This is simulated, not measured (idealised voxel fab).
process module | voxel plated lines
cross-section cut | 300 nm wide | cells 5 nm
A cross-section is a grid of square cells, given in bands from the top down. A band is one or more rows of cells.
Each band's line starts with the height of the band's top and of its bottom, in nm. Then come its materials from left to right, each with its width in nm. One material with "throughout" fills the band from edge to edge. "air" is empty space.
Height 0 is the level under which the wafer as received is all one material. The lowest band goes on downwards, as in "0 down".
A width such as "30 to 40" changes by the same amount from each row of cells to the next, from the band's top row to its bottom row.
"no change" after a step means that no cell of the cross-section changed.
closed voids: empty space of 8 cells or more with no open way to the top, each as width x height at its distance from the left edge, in nm
after a step's settings: what the simulator itself notes on the step
overlay nm, on a step with a mask: how far to the right of its planned place the mask lay; to the left if negative
plan
1 op RECEIVE | material Si
2 op CONFORMAL_DEP | material Al2O3 | thk nm 10
3 op DIRECTIONAL_DEP | material TiN | thk nm 5
4 op PATTERN | tone open | mask id LINES | material resist | width nm 15 | pitch nm 45 | thk nm 35 | overlay nm 0
5 op EPI | material Ru | thk nm 10
6 op EPI | material Ru | thk nm 10
7 op EPI | material Ru | thk nm 10
8 op STRIP | etch materials resist
9 op DIRECTIONAL_ETCH | etch materials TiN | depth nm 5
10 op CONFORMAL_DEP | material SiN | thk nm 5
first wafer, as planned
as received, after step 1
  0 down: Si throughout
  closed voids: none
after step 2
  10 to 0: Al2O3 throughout
  below 0: unchanged
after step 3
  15 to 10: TiN throughout
  below 10: unchanged
after step 4
  50 to 15: resist 95 | air 15 | resist 30 | air 15 | resist 30 | air 15 | resist 100
  below 15: unchanged
after step 5
  50 to 25: resist 95 | air 15 | resist 30 | air 15 | resist 30 | air 15 | resist 100
  25 to 15: resist 95 | Ru 15 | resist 30 | Ru 15 | resist 30 | Ru 15 | resist 100
  below 15: unchanged
after step 6
  50 to 35: resist 95 | air 15 | resist 30 | air 15 | resist 30 | air 15 | resist 100
  35 to 15: resist 95 | Ru 15 | resist 30 | Ru 15 | resist 30 | Ru 15 | resist 100
  below 15: unchanged
after step 7
  50 to 45: resist 95 | air 15 | resist 30 | air 15 | resist 30 | air 15 | resist 100
  45 to 15: resist 95 | Ru 15 | resist 30 | Ru 15 | resist 30 | Ru 15 | resist 100
  below 15: unchanged
after step 8
  45 to 15: air 95 | Ru 15 | air 30 | Ru 15 | air 30 | Ru 15 | air 100
  below 15: unchanged
after step 9
  45 to 15: air 95 | Ru 15 | air 30 | Ru 15 | air 30 | Ru 15 | air 100
  15 to 10: air 95 | TiN 15 | air 30 | TiN 15 | air 30 | TiN 15 | air 100
  below 10: unchanged
after step 10
  50 to 45: air 90 | SiN 25 | air 20 | SiN 25 | air 20 | SiN 25 | air 95
  45 to 15: air 90 | SiN 5 | Ru 15 | SiN 5 | air 20 | SiN 5 | Ru 15 | SiN 5 | air 20 | SiN 5 | Ru 15 | SiN 5 | air 95
  15 to 10: SiN 95 | TiN 15 | SiN 30 | TiN 15 | SiN 30 | TiN 15 | SiN 100
  below 10: unchanged
second wafer: like start, like plan, one mistake. Through step 3 it matches the first wafer
when step 4 should have ended
  50 to 15: resist 90 | air 25 | resist 20 | air 25 | resist 20 | air 25 | resist 95
  below 15: unchanged
when step 5 should have ended
  50 to 25: resist 90 | air 25 | resist 20 | air 25 | resist 20 | air 25 | resist 95
  25 to 15: resist 90 | Ru 25 | resist 20 | Ru 25 | resist 20 | Ru 25 | resist 95
  below 15: unchanged
when step 6 should have ended
  50 to 35: resist 90 | air 25 | resist 20 | air 25 | resist 20 | air 25 | resist 95
  35 to 15: resist 90 | Ru 25 | resist 20 | Ru 25 | resist 20 | Ru 25 | resist 95
  below 15: unchanged
when step 7 should have ended
  50 to 45: resist 90 | air 25 | resist 20 | air 25 | resist 20 | air 25 | resist 95
  45 to 15: resist 90 | Ru 25 | resist 20 | Ru 25 | resist 20 | Ru 25 | resist 95
  below 15: unchanged
when step 8 should have ended
  45 to 15: air 90 | Ru 25 | air 20 | Ru 25 | air 20 | Ru 25 | air 95
  below 15: unchanged
when step 9 should have ended
  45 to 15: air 90 | Ru 25 | air 20 | Ru 25 | air 20 | Ru 25 | air 95
  15 to 10: air 90 | TiN 25 | air 20 | TiN 25 | air 20 | TiN 25 | air 95
  below 10: unchanged
when step 10 should have ended
  50 to 45: air 85 | SiN 35 | air 10 | SiN 35 | air 10 | SiN 35 | air 90
  45 to 15: air 85 | SiN 5 | Ru 25 | SiN 5 | air 10 | SiN 5 | Ru 25 | SiN 5 | air 10 | SiN 5 | Ru 25 | SiN 5 | air 90
  15 to 10: SiN 90 | TiN 25 | SiN 20 | TiN 25 | SiN 20 | TiN 25 | SiN 95
  below 10: unchanged
what went wrong: step 4 ran as: op PATTERN | tone open | mask id LINES | material resist | width nm 25 | pitch nm 45 | thk nm 35 | overlay nm 0
at the end the second wafer has, in cells: 36 more of Ru | 6 more of TiN
